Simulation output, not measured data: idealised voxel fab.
You're looking at the process module voxel gate over fins.
Shown is cross-section cut, with a width of 275 nm and square cells of size 5 nm.
A cross-section in this document is a grid of square cells, and it is written down as bands, the top band listed before the ones below it; a band is made up of one or more rows of cells.
Top height, bottom height, nm. Materials left to right, width each, nm. Single material + "throughout" = fills band edge to edge. "blank" = empty.
All heights in this document are referenced to 0, defined as the level beneath which the wafer, as received, consists entirely of one material. The lowest band is not bounded below; it extends indefinitely downward and is written in the form "0..down".
A two-number width, for instance "30->40", indicates that the width is equal to the first number in the top row of the band and to the second number in the bottom row, and that it changes by a constant amount per row of cells.
Where a step carries "remains unaltered", the cross-section came out of it unchanged, cell for cell.
"closed voids" contains a list of empty spaces, each no smaller than 8 cells and without an open way to the top, written in the form width x height at distance with the distance from the left edge and all three in nm.
Formally, on a step line, whatever follows the settings is a remark that the simulator itself makes on the step.
overlay nm: where the mask lay relative to plan, measured to the right, on steps with a mask; negatives go left.

## The steps planned for the process are as follows
- 1: RECEIVE [material Si]
- 2: CONFORMAL_DEP [material SiN] [thk nm 10]
- 3: MASKED_ETCH [tone cover] [mask id FINS] [width nm 15] [pitch nm 35] [etch materials SiN] [depth nm 10] [overlay nm 0]
- 4: MASKED_ETCH [tone cover] [mask id FINS] [width nm 15] [pitch nm 35] [etch materials Si] [depth nm 40] [overlay nm 0]
- 5: FILL_DEP [material SiO2] [thk nm 5]
- 6: CMP [height nm 10]
- 7: SELECTIVE_ETCH [etch materials SiO2] [depth nm 20]
- 8: STRIP [etch materials SiN]
- 9: CONFORMAL_DEP [material HfO2] [thk nm 5]
- 10: CONFORMAL_DEP [material TiN] [thk nm 5]
- 11: FILL_DEP [material W] [thk nm 10]
- 12: CMP [height nm 15]
- 13: CONFORMAL_DEP [material SiCN] [thk nm 10]

## Here's what the wafer looked like in cross-section when it arrived - that's after step 1
    0..down | Si throughout
    closed voids: none

## Cross-section taken at module completion on the first of two wafers; processed per the plan
    25..15 | SiCN throughout
    15..10 | W throughout
    10..5 | W 85 nm; TiN 105 nm; W 85 nm
    5..0 | W 85 nm; TiN 5 nm; HfO2 25 nm; TiN 10 nm; HfO2 25 nm; TiN 10 nm; HfO2 25 nm; TiN 5 nm; W 85 nm
    0..-5 | TiN 90 nm; HfO2 5 nm; Si 15 nm; HfO2 5 nm; TiN 10 nm; HfO2 5 nm; Si 15 nm; HfO2 5 nm; TiN 10 nm; HfO2 5 nm; Si 15 nm; HfO2 5 nm; TiN 90 nm
    -5..-10 | HfO2 95 nm; Si 15 nm; HfO2 20 nm; Si 15 nm; HfO2 20 nm; Si 15 nm; HfO2 95 nm
    -10..-40 | SiO2 95 nm; Si 15 nm; SiO2 20 nm; Si 15 nm; SiO2 20 nm; Si 15 nm; SiO2 95 nm
    -40..down | Si throughout
    closed voids: none

## Second wafer through the module, sectioned at the end: same beginning and same plan as the first wafer, with one mistake in carrying it out
    25..15 | SiCN throughout
    15..5 | W throughout
    5..0 | W 90 nm; TiN 25 nm; W 10 nm; TiN 25 nm; W 10 nm; TiN 25 nm; W 90 nm
    0..-5 | W 90 nm; TiN 5 nm; Si 15 nm; TiN 5 nm; W 10 nm; TiN 5 nm; Si 15 nm; TiN 5 nm; W 10 nm; TiN 5 nm; Si 15 nm; TiN 5 nm; W 90 nm
    -5..-10 | TiN 95 nm; Si 15 nm; TiN 20 nm; Si 15 nm; TiN 20 nm; Si 15 nm; TiN 95 nm
    -10..-40 | SiO2 95 nm; Si 15 nm; SiO2 20 nm; Si 15 nm; SiO2 20 nm; Si 15 nm; SiO2 95 nm
    -40..down | Si throughout
    closed voids: none
What was the processing mistake? the run left out plan step 9 entirely, so it was never executed
Final comparison by cell count, materials where the second wafer has more or fewer than the first: HfO2 -67; W +67
